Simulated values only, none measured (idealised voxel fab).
A process module follows: voxel spacer lines.
Pictured: cross-section cut, 185 nm wide, on a grid of 5 nm square cells.
Cross-section = grid of square cells, listed top down in bands; band = one or more rows. In this notation a band is specified by the heights of its top and bottom, in that order and in nm, after which its materials appear from left to right, each paired with its width in nm. The word "everywhere" attached to a single material means that material fills the band from edge to edge; the word "empty" stands for empty space. Measure heights from 0. That's the level where, below it, the as-received wafer is all one material. The lowest band is bottomless and extends downward; write it as in "top 0, no bottom". Width: "30->40" (first number = top row, second number = bottom row, same change from row to row of cells). No cell of the cross-section changed in a step that is given as "no modifications". In "Enclosed internal cavities" the enclosed voids are listed, meaning empty spaces of 8 cells or larger without any opening to the top. The form is width x height at distance, distance from the left edge, units nm. If you see something after the settings on a step's line, that's the simulator's own remark about that step. The "overlay nm" setting may appear on a step's line; for a step that uses a mask, it gives how far to the right of its planned position the mask lay, and a negative value indicates the left.
The process steps that were planned are listed below:
- 1: RECEIVE (material Si)
- 2: CONFORMAL_DEP (material Al2O3; thk nm 5)
- 3: DIRECTIONAL_DEP (material SiN; thk nm 10)
- 4: DIRECTIONAL_DEP (material polySi; thk nm 30)
- 5: PATTERN (tone cover; mask id MANDREL; material resist; width nm 15; pitch nm 50; thk nm 40; overlay nm 0)
- 6: DIRECTIONAL_ETCH (etch materials polySi; depth nm 30)
- 7: STRIP (etch materials resist)
- 8: CONFORMAL_DEP (material SiO2; thk nm 10)
- 9: DIRECTIONAL_ETCH (etch materials SiO2; depth nm 10)
- 10: STRIP (etch materials polySi)
- 11: DIRECTIONAL_ETCH (etch materials SiN; depth nm 10)
- 12: STRIP (etch materials SiO2)
Cross-sectional view of the wafer in its as-received condition, corresponding to the state after step 1:
    top 0, no bottom | Si everywhere
    Enclosed internal cavities: none
This is how the wafer looks in cross-section once the module is done, given the starting state and plan above and one mistake in carrying the plan out:
    top 25, bottom 15 | empty 50 / SiN 10 / empty 15 / SiN 10 / empty 15 / SiN 10 / empty 15 / SiN 10 / empty 50
    top 15, bottom 0 | Al2O3 everywhere
    top 0, no bottom | Si everywhere
    Enclosed internal cavities: none
Here's what went sideways: step 2 did not happen as planned, as run it was CONFORMAL_DEP (material Al2O3; thk nm 15)
